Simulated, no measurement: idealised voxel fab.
process module | voxel released beams
cross-section cut | 160 nm wide | cells 5 nm
A cross-section is a grid of square cells, given in bands from the top down. A band is one or more rows of cells.
Each band's line starts with the height of the band's top and of its bottom, in nm. Then come its materials from left to right, each with its width in nm. One material with "throughout" fills the band from edge to edge. "air" is empty space.
Height 0 is the level under which the wafer as received is all one material. The lowest band goes on downwards, as in "0 down".
A width such as "30 to 40" changes by the same amount from each row of cells to the next, from the band's top row to its bottom row.
"no change" after a step means that no cell of the cross-section changed.
closed voids: empty space of 8 cells or more with no open way to the top, each as width x height at its distance from the left edge, in nm
after a step's settings: what the simulator itself notes on the step
overlay nm, on a step with a mask: how far to the right of its planned place the mask lay; to the left if negative
plan
1 op RECEIVE | material Si
2 op CONFORMAL_DEP | material Al2O3 | thk nm 10
3 op DIRECTIONAL_DEP | material SiO2 | thk nm 10
4 op PATTERN | tone open | mask id ANCHOR | material resist | width nm 30 | thk nm 15 | overlay nm 0
5 op DIRECTIONAL_ETCH | etch materials SiO2 | depth nm 10
6 op STRIP | etch materials resist
7 op CONFORMAL_DEP | material SiN | thk nm 10
8 op DIRECTIONAL_DEP | material aC | thk nm 15
9 op PATTERN | tone cover | mask id BEAM | material resist | width nm 95 | thk nm 30 | overlay nm 0
10 op DIRECTIONAL_ETCH | etch materials aC | depth nm 15
11 op STRIP | etch materials resist
12 op DIRECTIONAL_ETCH | etch materials SiN | depth nm 10
13 op STRIP | etch materials aC
14 op STRIP | etch materials SiO2
as received, after step 1
  0 down: Si throughout
  closed voids: none
first wafer at the end, as planned
  30 to 20: air 30 | SiN 15 | air 10 | SiN 70 | air 35
  20 to 10: air 35 | SiN 30 | air 95
  10 to 0: Al2O3 throughout
  0 down: Si throughout
  closed voids: none
second wafer at the end: like start, like plan, one mistake
  30 to 20: air 30 | SiN 15 | air 10 | SiN 75 | air 30
  20 to 10: air 35 | SiN 30 | air 95
  10 to 0: Al2O3 throughout
  0 down: Si throughout
  closed voids: none
what went wrong: step 9 ran as: op PATTERN | tone cover | mask id BEAM | material resist | width nm 100 | thk nm 30 | overlay nm 0
at the end the second wafer has, in cells: 2 more of SiN
